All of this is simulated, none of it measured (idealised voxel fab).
Title: Process Module voxel capacitor over wiring
Displayed cross-section: cut, width of 220 nm, square cells sized 5 nm.
This document writes a cross-section as a grid whose cells are square, and gives it as bands, listed from the top down; one or more rows of cells form a band. Band: top height; bottom height; in nm. Then, left to right: material with width in nm, for each material. "throughout": a single material spanning edge to edge. "blank": empty space. Measure heights from 0. That's the level where, below it, the as-received wafer is all one material. The lowest band is bottomless and extends downward; write it as in "0 nm and below". Per-row width for "30..40": begins at first number (top row of band), ends at second number (bottom row), increment between rows held constant. For the purposes of this document, the phrase "nothing altered" attached to a step denotes that no cell within the cross-section was modified by that step. Closed empty spaces (no open way to the top) of 8 cells or more are what "Enclosed void catalog" lists, each as width x height at distance from the left edge, nm for all three. It should be noted that, on the line of a given step, the content following the step's settings is a remark produced by the simulator itself with respect to that step. overlay nm: where the mask lay relative to plan, measured to the right, on steps with a mask; negatives go left.

**Steps in the process plan**
| 1 | op RECEIVE | material Si |
| 2 | op CONFORMAL_DEP | material SiO2 | thk nm 10 |
| 3 | op CONFORMAL_DEP | material SiN | thk nm 5 |
| 4 | op DIRECTIONAL_DEP | material lowk | thk nm 15 |
| 5 | op PATTERN | tone open | mask id METAL_1 | material resist | width nm 20 | pitch nm 70 | thk nm 15 | overlay nm 0 |
| 6 | op DIRECTIONAL_ETCH | etch materials lowk | depth nm 15 |
| 7 | op DIRECTIONAL_ETCH | etch materials SiN | depth nm 5 |
| 8 | op STRIP | etch materials resist |
| 9 | op CONFORMAL_DEP | material TiN | thk nm 5 |
| 10 | op FILL_DEP | material Cu | thk nm 10 |
| 11 | op CMP | height nm 30 |
| 12 | op CONFORMAL_DEP | material SiCN | thk nm 5 |
| 13 | op DIRECTIONAL_DEP | material lowk | thk nm 20 |
| 14 | op DIRECTIONAL_DEP | material aC | thk nm 10 |
| 15 | op PATTERN | tone open | mask id PLUG_1 | material resist | width nm 15 | thk nm 30 | overlay nm 0 |
| 16 | op DIRECTIONAL_ETCH | etch materials aC | depth nm 10 |
| 17 | op STRIP | etch materials resist |
| 18 | op DIRECTIONAL_ETCH | etch materials lowk | depth nm 20 |
| 19 | op DIRECTIONAL_ETCH | etch materials SiCN | depth nm 5 |
| 20 | op STRIP | etch materials aC |
| 21 | op EPI | material Ru | thk nm 10 |
| 22 | op EPI | material Ru | thk nm 10 |
| 23 | op EPI | material Ru | thk nm 5 |
| 24 | op DIRECTIONAL_DEP | material TiN | thk nm 10 |
| 25 | op DIRECTIONAL_DEP | material SiN | thk nm 5 |
| 26 | op DIRECTIONAL_DEP | material TiN | thk nm 10 |
| 27 | op PATTERN | tone cover | mask id UPPER_PLATE | material resist | width nm 55 | thk nm 15 | overlay nm 0 |
| 28 | op DIRECTIONAL_ETCH | etch materials TiN | depth nm 10 |
| 29 | op DIRECTIONAL_ETCH | etch materials SiN | depth nm 5 |
| 30 | op STRIP | etch materials resist |
| 31 | op MASKED_ETCH | tone cover | mask id LOWER_PLATE | width nm 65 | etch materials TiN | depth nm 10 | overlay nm 0 |
| 32 | op FILL_DEP | material SiO2 | thk nm 15 |
| 33 | op CMP | height nm 90 |
| 34 | op DIRECTIONAL_DEP | material aC | thk nm 15 |
| 35 | op PATTERN | tone open | mask id PLUG_2 | material resist | width nm 15 | thk nm 30 | overlay nm 0 |
| 36 | op DIRECTIONAL_ETCH | etch materials aC | depth nm 15 |
| 37 | op STRIP | etch materials resist |
| 38 | op DIRECTIONAL_ETCH | etch materials SiO2 | depth nm 10 |
| 39 | op STRIP | etch materials aC |
| 40 | op CONFORMAL_DEP | material TiN | thk nm 5 |
| 41 | op FILL_DEP | material Cu | thk nm 5 |
| 42 | op CMP | height nm 90 |
| 43 | op CONFORMAL_DEP | material SiCN | thk nm 5 |

**Wafer cross-section on receipt, i.e. after step 1**
0 nm and below: Si throughout
Enclosed void catalog: none

**One mistake in running the module, otherwise start and plan as above: cross-section at the end**
95 nm to 90 nm: SiCN throughout
90 nm to 85 nm: SiO2 (80), TiN (5), Cu (5), TiN (5), SiO2 (125)
85 nm to 80 nm: SiO2 (80), TiN (15), SiO2 (125)
80 nm to 70 nm: SiO2 (70), TiN (60), SiO2 (90)
70 nm to 65 nm: SiO2 (70), SiN (60), SiO2 (90)
65 nm to 55 nm: SiO2 (65), TiN (65), SiO2 (90)
55 nm to 35 nm: lowk (70), Ru (15), lowk (135)
35 nm to 30 nm: SiCN (70), Ru (15), SiCN (135)
30 nm to 15 nm: lowk (65), TiN (5), Cu (10), TiN (5), lowk (50), TiN (5), Cu (10), TiN (5), lowk (65)
15 nm to 10 nm: SiN (65), TiN (20), SiN (50), TiN (20), SiN (65)
10 nm to 0 nm: SiO2 throughout
0 nm and below: Si throughout
Enclosed void catalog: none
What was done differently from what was planned? rather than as planned, step 27 actually ran as op PATTERN | tone cover | mask id UPPER_PLATE | material resist | width nm 60 | thk nm 15 | overlay nm 0
